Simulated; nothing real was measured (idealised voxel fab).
Process module, titled voxel plated lines
The width of the displayed cross-section, cut, is 225 nm; its cells are square, with a size of 5 nm.
For the purposes of this document, a cross-section shall be understood as a grid of square cells, specified as bands listed in top-to-bottom order, each band consisting of one or more rows of cells.
In this notation a band is specified by the heights of its top and bottom, in that order and in nm, after which its materials appear from left to right, each paired with its width in nm. The word "edge to edge" attached to a single material means that material fills the band from edge to edge; the word "blank" stands for empty space.
Height datum 0, below which the as-received substrate wafer is one material. Lowest band open at the bottom, running downward: "0 -> down".
Quick explanation for "30..40": the width changes in equal steps down the rows of cells, from the first number in the band's top row to the second number in its bottom row.
A step reported as "nothing changed" is a step in which no cell of the cross-section changed.
What "Unvented internal voids" gives you is every empty space of 8 cells or more that is cut off from the top. Each appears as width x height at distance, with the distance taken from the left edge and width, height and distance all in nm.
Read whatever lies past the settings on a step's line as the simulator's own remark about the step.
Among the settings permitted on a step's line is "overlay nm"; applied to a step with a mask, it specifies the extent to which the mask lay to the right of its planned position, whereas a negative figure signifies a position to the left.

# The planned process steps are enumerated hereunder
1,RECEIVE with material Si
2,CONFORMAL_DEP with material Al2O3, thk nm 10
3,DIRECTIONAL_DEP with material TiN, thk nm 5
4,PATTERN with tone open, mask id LINES, material resist, width nm 15, pitch nm 40, thk nm 30, overlay nm 0
5,EPI with material Ru, thk nm 5
6,EPI with material Ru, thk nm 5
7,STRIP with etch materials resist
8,DIRECTIONAL_ETCH with etch materials TiN, depth nm 5
9,CONFORMAL_DEP with material SiO2, thk nm 10

# Cross-section: wafer on arrival = after step 1
    0 -> down  Si edge to edge
    Unvented internal voids: none

# Result of the module, cross-sectioned: start per above, plan per above, one error in how it was run
    25 -> 15  SiO2 edge to edge
    15 -> 0  Al2O3 edge to edge
    0 -> down  Si edge to edge
    Unvented internal voids: none
Here's what went sideways: step 3 did not use the planned setting and instead ran as DIRECTIONAL_DEP with material Al2O3, thk nm 5
